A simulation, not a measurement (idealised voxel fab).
process module | voxel local oxidation
cross-section cut | 210 nm wide | cells 5 nm
A cross-section is a grid of square cells, given in bands from the top down. A band is one or more rows of cells.
Each band's line starts with the height of the band's top and of its bottom, in nm. Then come its materials from left to right, each with its width in nm. One material with "throughout" fills the band from edge to edge. "air" is empty space.
Height 0 is the level under which the wafer as received is all one material. The lowest band goes on downwards, as in "0 down".
A width such as "30 to 40" changes by the same amount from each row of cells to the next, from the band's top row to its bottom row.
"no change" after a step means that no cell of the cross-section changed.
closed voids: empty space of 8 cells or more with no open way to the top, each as width x height at its distance from the left edge, in nm
after a step's settings: what the simulator itself notes on the step
overlay nm, on a step with a mask: how far to the right of its planned place the mask lay; to the left if negative
plan
1 op RECEIVE | material Si
2 op CONFORMAL_DEP | material SiO2 | thk nm 5
3 op CONFORMAL_DEP | material SiN | thk nm 10
4 op DIRECTIONAL_DEP | material aC | thk nm 10
5 op PATTERN | tone cover | mask id ACTIVE | material resist | width nm 125 | thk nm 25 | overlay nm -15
6 op DIRECTIONAL_ETCH | etch materials aC | depth nm 10
7 op STRIP | etch materials resist
8 op DIRECTIONAL_ETCH | etch materials SiN | depth nm 10
9 op STRIP | etch materials aC
10 op SELECTIVE_ETCH | etch materials SiO2 | depth nm 5
11 op OXIDIZE | depth nm 15
12 op STRIP | etch materials SiN
varied across the wafers: overlay nm of step 5. The plan shows the first wafer's value. All wafers start alike
first wafer as received, after step 1
  0 down: Si throughout
  closed voids: none
each wafer at the end: cells of each material gained (+) or lost (-) since it was received, then its closed voids
overlay nm -15 | -75 Si | +98 SiO2 | closed voids: none
overlay nm -10 | -75 Si | +98 SiO2 | closed voids: none
overlay nm -5 | -75 Si | +98 SiO2 | closed voids: none
overlay nm 0 | -75 Si | +98 SiO2 | closed voids: none
overlay nm 5 | -75 Si | +98 SiO2 | closed voids: none
overlay nm 10 | -75 Si | +98 SiO2 | closed voids: none
overlay nm 15 | -75 Si | +98 SiO2 | closed voids: none
